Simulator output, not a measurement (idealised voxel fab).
This is a process module. Its name is voxel released beams.
Cross-sectional view cut (width: 260 nm; square cell size: 5 nm).
For the purposes of this document, a cross-section shall be understood as a grid of square cells, specified as bands listed in top-to-bottom order, each band consisting of one or more rows of cells.
What a band's entry tells you: where the top is and where the bottom is, as heights in nm, and after that what lies inside, material by material from left to right, each with its width in nm. Empty space is written as the word "empty", and a single material marked with the word "everywhere" occupies the band from edge to edge.
Heights from 0 (as-received wafer is one material below). Bottom band endless downward, as "z 0 and below".
It should be noted that a width expressed as "30..40" varies in equal increments from row to row of cells within the band, taking the value of the first number at the top row and that of the second number at the bottom row.
It should be understood that the words "no change", when stated for a given step, signify that the cross-section underwent no change in any of its cells during that step.
This entry, "Cavities, closed", enumerates those empty regions of no fewer than 8 cells that possess no open connection to the top. Each region is reported in the form width x height at distance, the distance being taken from the left edge, with all three quantities expressed in nm.
Note: text after step settings on the step line = simulator remark on that step.
Steps that use a mask can have "overlay nm" on their line. It says how far the mask sat to the right of where it was meant to be. Negative means to the left.

**Here's what the planned process steps look like**
1 RECEIVE | material Si
2 CONFORMAL_DEP | material Al2O3 | thk nm 5
3 DIRECTIONAL_DEP | material SiO2 | thk nm 10
4 MASKED_ETCH | tone open | mask id ANCHOR | width nm 45 | etch materials SiO2 | depth nm 10 | overlay nm 0
5 CONFORMAL_DEP | material polySi | thk nm 15
6 PATTERN | tone cover | mask id BEAM | material resist | width nm 130 | thk nm 20 | overlay nm 0
7 DIRECTIONAL_ETCH | etch materials polySi | depth nm 15
8 STRIP | etch materials resist
9 STRIP | etch materials SiO2

**Wafer cross-section on receipt, i.e. after step 1**
  z 0 and below  Si everywhere
  Cavities, closed: none

**First of two wafers at the end of the module, shown in cross-section; run carried out as planned**
  z 30 to 20  60 nm empty  20 nm polySi  15 nm empty  95 nm polySi  70 nm empty
  z 20 to 15  60 nm empty  130 nm polySi  70 nm empty
  z 15 to 5  65 nm empty  45 nm polySi  150 nm empty
  z 5 to 0  Al2O3 everywhere
  z 0 and below  Si everywhere
  Cavities, closed: none

**Wafer two (of two), end-of-module cross-section: start = wafer one, plan = wafer one, one run mistake**
  z 30 to 20  60 nm empty  30 nm polySi  15 nm empty  85 nm polySi  70 nm empty
  z 20 to 15  60 nm empty  130 nm polySi  70 nm empty
  z 15 to 5  75 nm empty  45 nm polySi  140 nm empty
  z 5 to 0  Al2O3 everywhere
  z 0 and below  Si everywhere
  Cavities, closed: none
The plan and the run diverged here: planned and actual differ for step 4; actual: MASKED_ETCH | tone open | mask id ANCHOR | width nm 45 | etch materials SiO2 | depth nm 10 | overlay nm 10
Comparing end states, the material composition by cell count is preserved from the first wafer to the second, while the locations of the cells are not.
